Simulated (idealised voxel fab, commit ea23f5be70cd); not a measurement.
The document below concerns the process module designated voxel self aligned contacts.
The width of the displayed cross-section, cut, is 210 nm; its cells are square, with a size of 5 nm.
Each cross-section below is a grid of square cells, stated as bands in top-down order, with one or more rows of cells making up each band. Quick guide to a band line: top height, bottom height (nm) up front; then every material left to right with its width in nm. Only one material and it's marked "everywhere"? Then it fills the band edge to edge. And "blank" just means empty space. Below 0: as-received wafer, all one material; heights counted from there. Lowest band: no bottom, goes on down, written "z 0 and below". Width "30..40": first value at the band's top row of cells, second value at its bottom row, equal change from row to row. Take "everything unchanged" at face value: in the step it is given for, the cross-section changed in none of its cells. The list in "Sealed void list" covers empty spaces of 8 cells or more that cannot reach the top through any open way, and it gives each as width x height at distance; the distance is from the left edge, and width, height and distance are in nm. Post-settings text on a step line: simulator's own remark regarding the step. "overlay nm" on a masked step: distance the mask lay right of its planned place, negative for left.

## plan
1) RECEIVE | material Si
2) CONFORMAL_DEP | material SiO2 | thk nm 5
3) DIRECTIONAL_DEP | material polySi | thk nm 30
4) DIRECTIONAL_DEP | material SiN | thk nm 20
5) PATTERN | tone cover | mask id GATE | material resist | width nm 30 | pitch nm 55 | thk nm 15 | overlay nm 0
6) DIRECTIONAL_ETCH | etch materials SiN | depth nm 20
7) DIRECTIONAL_ETCH | etch materials polySi | depth nm 30
8) STRIP | etch materials resist
9) CONFORMAL_DEP | material SiN | thk nm 5
10) DIRECTIONAL_ETCH | etch materials SiN | depth nm 5
11) FILL_DEP | material SiO2 | thk nm 15
12) CMP | height nm 50
13) MASKED_ETCH | tone open | mask id CONTACT | width nm 35 | pitch nm 55 | etch materials SiO2 | depth nm 60 | overlay nm 0
14) CONFORMAL_DEP | material TiN | thk nm 5
15) FILL_DEP | material W | thk nm 5
16) CMP | height nm 60
17) CONFORMAL_DEP | material SiCN | thk nm 5
Split variable: height nm, step 12. Plan value = first wafer. Wafers start alike.

## The as-received cross-section of the first of several wafers corresponds to the state after step 1
    z 0 and below | Si everywhere
    Sealed void list: none

## End-of-module cross-section, first of several wafers, after last step 17
    z 65 to 60 | SiCN everywhere
    z 60 to 55 | W everywhere
    z 55 to 50 | 75 of TiN | 5 of W | 50 of TiN | 5 of W | 75 of TiN
    z 50 to 35 | 30 of SiO2 | 40 of SiN | 5 of TiN | 5 of W | 5 of TiN | 40 of SiN | 5 of TiN | 5 of W | 5 of TiN | 40 of SiN | 30 of SiO2
    z 35 to 5 | 30 of SiO2 | 5 of SiN | 30 of polySi | 5 of SiN | 5 of TiN | 5 of W | 5 of TiN | 5 of SiN | 30 of polySi | 5 of SiN | 5 of TiN | 5 of W | 5 of TiN | 5 of SiN | 30 of polySi | 5 of SiN | 30 of SiO2
    z 5 to 0 | 70 of SiO2 | 15 of TiN | 40 of SiO2 | 15 of TiN | 70 of SiO2
    z 0 and below | Si everywhere
    Sealed void list: none

## A cross-section through the last wafer at the close of the module
    z 65 to 60 | SiCN everywhere
    z 60 to 55 | 60 of SiO2 | 15 of TiN | 5 of W | 15 of TiN | 20 of SiO2 | 15 of TiN | 5 of W | 15 of TiN | 60 of SiO2
    z 55 to 35 | 30 of SiO2 | 40 of SiN | 5 of TiN | 5 of W | 5 of TiN | 40 of SiN | 5 of TiN | 5 of W | 5 of TiN | 40 of SiN | 30 of SiO2
    z 35 to 15 | 30 of SiO2 | 5 of SiN | 30 of polySi | 5 of SiN | 5 of TiN | 5 of W | 5 of TiN | 5 of SiN | 30 of polySi | 5 of SiN | 5 of TiN | 5 of W | 5 of TiN | 5 of SiN | 30 of polySi | 5 of SiN | 30 of SiO2
    z 15 to 10 | 30 of SiO2 | 5 of SiN | 30 of polySi | 5 of SiN | 15 of TiN | 5 of SiN | 30 of polySi | 5 of SiN | 15 of TiN | 5 of SiN | 30 of polySi | 5 of SiN | 30 of SiO2
    z 10 to 5 | 30 of SiO2 | 5 of SiN | 30 of polySi | 5 of SiN | 15 of SiO2 | 5 of SiN | 30 of polySi | 5 of SiN | 15 of SiO2 | 5 of SiN | 30 of polySi | 5 of SiN | 30 of SiO2
    z 5 to 0 | SiO2 everywhere
    z 0 and below | Si everywhere
    Sealed void list: none

## Rows = wafers. At module end, each row lists per material the cells gained (+) or lost (-) since the wafer was received, then the closed voids
height nm 50, +42 SiCN, +108 SiN, +144 SiO2, +82 TiN, +62 W, +108 polySi, Sealed void list: none
height nm 55, +42 SiCN, +132 SiN, +156 SiO2, +86 TiN, +22 W, +108 polySi, Sealed void list: none
height nm 60, +42 SiCN, +132 SiN, +184 SiO2, +58 TiN, +22 W, +108 polySi, Sealed void list: none
height nm 65, +42 SiCN, +132 SiN, +190 SiO2, +54 TiN, +20 W, +108 polySi, Sealed void list: none
height nm 70, +42 SiCN, +132 SiN, +196 SiO2, +50 TiN, +18 W, +108 polySi, Sealed void list: none
